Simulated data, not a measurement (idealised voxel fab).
Process module in this document: voxel fin reveal
Square cells of 5 nm make up the cross-section cut, whose width is 165 nm.
Cross-section = grid of square cells, listed top down in bands; band = one or more rows.
In this notation a band is specified by the heights of its top and bottom, in that order and in nm, after which its materials appear from left to right, each paired with its width in nm. The word "throughout" attached to a single material means that material fills the band from edge to edge; the word "air" stands for empty space.
Height reference: 0 = level under which incoming wafer is all one material. Lowest band: no bottom, runs on downward, e.g. "0 -> down".
The notation "30..40" denotes a width that varies across the rows of cells in the band, beginning at the first number in the top row, finishing at the second number in the bottom row, and changing by an identical amount from each row to the next.
What does "no alteration" mean for a step? It means no cell of the cross-section changed in that step.
Each empty space that has no open way to the top and spans at least 8 cells appears under "Enclosed cavities" as width x height at distance, the distance counted from the left edge, all in nm.
That trailing text on a step's line, after the settings, is the simulator's own remark on the step.
What "overlay nm" on a step's line means: if the step has a mask, that mask lay this far to the right of its planned place, or, when the value is negative, to the left.
[Listed below are the process steps as planned]
1: op RECEIVE | material Si
2: op CONFORMAL_DEP | material SiN | thk nm 5
3: op MASKED_ETCH | tone cover | mask id FINS | width nm 15 | pitch nm 40 | etch materials SiN | depth nm 5 | overlay nm 0
4: op MASKED_ETCH | tone cover | mask id FINS | width nm 15 | pitch nm 40 | etch materials Si | depth nm 40 | overlay nm 0
5: op OXIDIZE | depth nm 5
6: op FILL_DEP | material SiO2 | thk nm 5
7: op CMP | height nm 5
8: op SELECTIVE_ETCH | etch materials SiO2 | depth nm 30
9: op STRIP | etch materials SiN
[The first of the two wafers, which ran as planned]
[Wafer at receipt (post step 1), cross-section]
    0 -> down: Si throughout
    Enclosed cavities: none
[Wafer after step 2 (cross-section)]
    5 -> 0: SiN throughout
    Below a height of 0, the structure has not been altered.
[Wafer after step 3 (cross-section)]
    5 -> 0: air: 15; SiN: 15; air: 25; SiN: 15; air: 25; SiN: 15; air: 25; SiN: 15; air: 15
    Below a height of 0, the structure has not been altered.
[Wafer after step 4 (cross-section)]
    5 -> 0: air: 15; SiN: 15; air: 25; SiN: 15; air: 25; SiN: 15; air: 25; SiN: 15; air: 15
    0 -> -40: air: 15; Si: 15; air: 25; Si: 15; air: 25; Si: 15; air: 25; Si: 15; air: 15
    Below a height of -40, the structure has not been altered.
[Wafer after step 5 (cross-section)]
    5 -> 0: air: 15; SiN: 15; air: 25; SiN: 15; air: 25; SiN: 15; air: 25; SiN: 15; air: 15
    0 -> -40: air: 15; SiO2: 5; Si: 5; SiO2: 5; air: 25; SiO2: 5; Si: 5; SiO2: 5; air: 25; SiO2: 5; Si: 5; SiO2: 5; air: 25; SiO2: 5; Si: 5; SiO2: 5; air: 15
    -40 -> -45: SiO2: 20; Si: 5; SiO2: 35; Si: 5; SiO2: 35; Si: 5; SiO2: 35; Si: 5; SiO2: 20
    Below a height of -45, the structure has not been altered.
[Wafer after step 6 (cross-section)]
    10 -> 5: SiO2 throughout
    5 -> 0: SiO2: 15; SiN: 15; SiO2: 25; SiN: 15; SiO2: 25; SiN: 15; SiO2: 25; SiN: 15; SiO2: 15
    0 -> -45: SiO2: 20; Si: 5; SiO2: 35; Si: 5; SiO2: 35; Si: 5; SiO2: 35; Si: 5; SiO2: 20
    Below a height of -45, the structure has not been altered.
[Wafer after step 7 (cross-section)]
    5 -> 0: SiO2: 15; SiN: 15; SiO2: 25; SiN: 15; SiO2: 25; SiN: 15; SiO2: 25; SiN: 15; SiO2: 15
    Below a height of 0, the structure has not been altered.
[Wafer after step 8 (cross-section)]
    5 -> 0: air: 15; SiN: 15; air: 25; SiN: 15; air: 25; SiN: 15; air: 25; SiN: 15; air: 15
    0 -> -25: air: 20; Si: 5; air: 35; Si: 5; air: 35; Si: 5; air: 35; Si: 5; air: 20
    Below a height of -25, the structure has not been altered.
[Wafer after step 9 (cross-section)]
    0 -> -25: air: 20; Si: 5; air: 35; Si: 5; air: 35; Si: 5; air: 35; Si: 5; air: 20
    Below a height of -25, the structure has not been altered.
[Wafer two of the pair: same origin, same plan, one error during the run; identical to wafer one up to and including step 3]
[Second wafer, sectioned view, at step 4's planned end time]
    5 -> 0: air: 15; SiN: 15; air: 25; SiN: 15; air: 25; SiN: 15; air: 25; SiN: 15; air: 15
    0 -> -30: air: 15; Si: 15; air: 25; Si: 15; air: 25; Si: 15; air: 25; Si: 15; air: 15
    Below a height of -30, the structure has not been altered.
[Second wafer, sectioned view, at step 5's planned end time]
    5 -> 0: air: 15; SiN: 15; air: 25; SiN: 15; air: 25; SiN: 15; air: 25; SiN: 15; air: 15
    0 -> -30: air: 15; SiO2: 5; Si: 5; SiO2: 5; air: 25; SiO2: 5; Si: 5; SiO2: 5; air: 25; SiO2: 5; Si: 5; SiO2: 5; air: 25; SiO2: 5; Si: 5; SiO2: 5; air: 15
    -30 -> -35: SiO2: 20; Si: 5; SiO2: 35; Si: 5; SiO2: 35; Si: 5; SiO2: 35; Si: 5; SiO2: 20
    Below a height of -35, the structure has not been altered.
[Second wafer, sectioned view, at step 6's planned end time]
    10 -> 5: SiO2 throughout
    5 -> 0: SiO2: 15; SiN: 15; SiO2: 25; SiN: 15; SiO2: 25; SiN: 15; SiO2: 25; SiN: 15; SiO2: 15
    0 -> -35: SiO2: 20; Si: 5; SiO2: 35; Si: 5; SiO2: 35; Si: 5; SiO2: 35; Si: 5; SiO2: 20
    Below a height of -35, the structure has not been altered.
[Second wafer, sectioned view, at step 7's planned end time]
    5 -> 0: SiO2: 15; SiN: 15; SiO2: 25; SiN: 15; SiO2: 25; SiN: 15; SiO2: 25; SiN: 15; SiO2: 15
    Below a height of 0, the structure has not been altered.
[Second wafer, sectioned view, at step 8's planned end time]
    5 -> 0: air: 15; SiN: 15; air: 25; SiN: 15; air: 25; SiN: 15; air: 25; SiN: 15; air: 15
    0 -> -25: air: 20; Si: 5; air: 35; Si: 5; air: 35; Si: 5; air: 35; Si: 5; air: 20
    Below a height of -25, the structure has not been altered.
[Second wafer, sectioned view, at step 9's planned end time]
    0 -> -25: air: 20; Si: 5; air: 35; Si: 5; air: 35; Si: 5; air: 35; Si: 5; air: 20
    Below a height of -25, the structure has not been altered.
Processing error: step 4 off recipe, ran as op MASKED_ETCH | tone cover | mask id FINS | width nm 15 | pitch nm 40 | etch materials Si | depth nm 30 | overlay nm 0
Cell-count delta at end, second wafer over first, by material: Si: 58 more | SiO2: 58 fewer
